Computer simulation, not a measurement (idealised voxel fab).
process module | voxel lift off
cross-section cut | 250 nm wide | cells 5 nm
A cross-section is a grid of square cells, given in bands from the top down. A band is one or more rows of cells.
Each band's line starts with the height of the band's top and of its bottom, in nm. Then come its materials from left to right, each with its width in nm. One material with "throughout" fills the band from edge to edge. "air" is empty space.
Height 0 is the level under which the wafer as received is all one material. The lowest band goes on downwards, as in "0 down".
A width such as "30 to 40" changes by the same amount from each row of cells to the next, from the band's top row to its bottom row.
"no change" after a step means that no cell of the cross-section changed.
closed voids: empty space of 8 cells or more with no open way to the top, each as width x height at its distance from the left edge, in nm
after a step's settings: what the simulator itself notes on the step
overlay nm, on a step with a mask: how far to the right of its planned place the mask lay; to the left if negative
plan
1 op RECEIVE | material Si
2 op CONFORMAL_DEP | material SiN | thk nm 15
3 op PATTERN | tone open | mask id LINES | material resist | width nm 20 | pitch nm 50 | thk nm 20 | overlay nm 0
4 op DIRECTIONAL_DEP | material Ru | thk nm 10
5 op STRIP | etch materials resist
6 op CONFORMAL_DEP | material SiCN | thk nm 5
as received, after step 1
  0 down: Si throughout
  closed voids: none
first wafer at the end, as planned
  30 to 25: air 85 | SiCN 30 | air 20 | SiCN 30 | air 85
  25 to 20: air 85 | SiCN 5 | Ru 20 | SiCN 5 | air 20 | SiCN 5 | Ru 20 | SiCN 5 | air 85
  20 to 15: SiCN 90 | Ru 20 | SiCN 30 | Ru 20 | SiCN 90
  15 to 0: SiN throughout
  0 down: Si throughout
  closed voids: none
second wafer at the end: like start, like plan, one mistake
  30 to 25: air 90 | SiCN 25 | air 25 | SiCN 25 | air 85
  25 to 20: air 90 | SiCN 5 | Ru 15 | SiCN 5 | air 25 | SiCN 5 | Ru 15 | SiCN 5 | air 85
  20 to 15: SiCN 95 | Ru 15 | SiCN 35 | Ru 15 | SiCN 90
  15 to 0: SiN throughout
  0 down: Si throughout
  closed voids: none
what went wrong: step 3 ran as: op PATTERN | tone open | mask id LINES | material resist | width nm 15 | pitch nm 50 | thk nm 20 | overlay nm 0
at the end the second wafer has, in cells: 4 fewer of Ru
